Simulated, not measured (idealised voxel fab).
process module | voxel lift off
cross-section cut | 260 nm wide | cells 5 nm
A cross-section is a grid of square cells, given in bands from the top down. A band is one or more rows of cells.
Each band's line starts with the height of the band's top and of its bottom, in nm. Then come its materials from left to right, each with its width in nm. One material with "throughout" fills the band from edge to edge. "air" is empty space.
Height 0 is the level under which the wafer as received is all one material. The lowest band goes on downwards, as in "0 down".
A width such as "30 to 40" changes by the same amount from each row of cells to the next, from the band's top row to its bottom row.
"no change" after a step means that no cell of the cross-section changed.
closed voids: empty space of 8 cells or more with no open way to the top, each as width x height at its distance from the left edge, in nm
after a step's settings: what the simulator itself notes on the step
overlay nm, on a step with a mask: how far to the right of its planned place the mask lay; to the left if negative
plan
1 op RECEIVE | material Si
2 op CONFORMAL_DEP | material SiO2 | thk nm 15
3 op PATTERN | tone open | mask id LINES | material resist | width nm 15 | pitch nm 45 | thk nm 30 | overlay nm 0
4 op DIRECTIONAL_DEP | material Ru | thk nm 15
5 op STRIP | etch materials resist
6 op CONFORMAL_DEP | material SiN | thk nm 5
as received, after step 1
  0 down: Si throughout
  closed voids: none
a wafer at the end: this start, this plan, one mistake
  35 to 30: air 90 | SiN 35 | air 10 | SiN 35 | air 90
  30 to 20: air 90 | SiN 5 | Ru 25 | SiN 5 | air 10 | SiN 5 | Ru 25 | SiN 5 | air 90
  20 to 15: SiN 95 | Ru 25 | SiN 20 | Ru 25 | SiN 95
  15 to 0: SiO2 throughout
  0 down: Si throughout
  closed voids: none
what went wrong: step 3 ran as: op PATTERN | tone open | mask id LINES | material resist | width nm 25 | pitch nm 45 | thk nm 30 | overlay nm 0
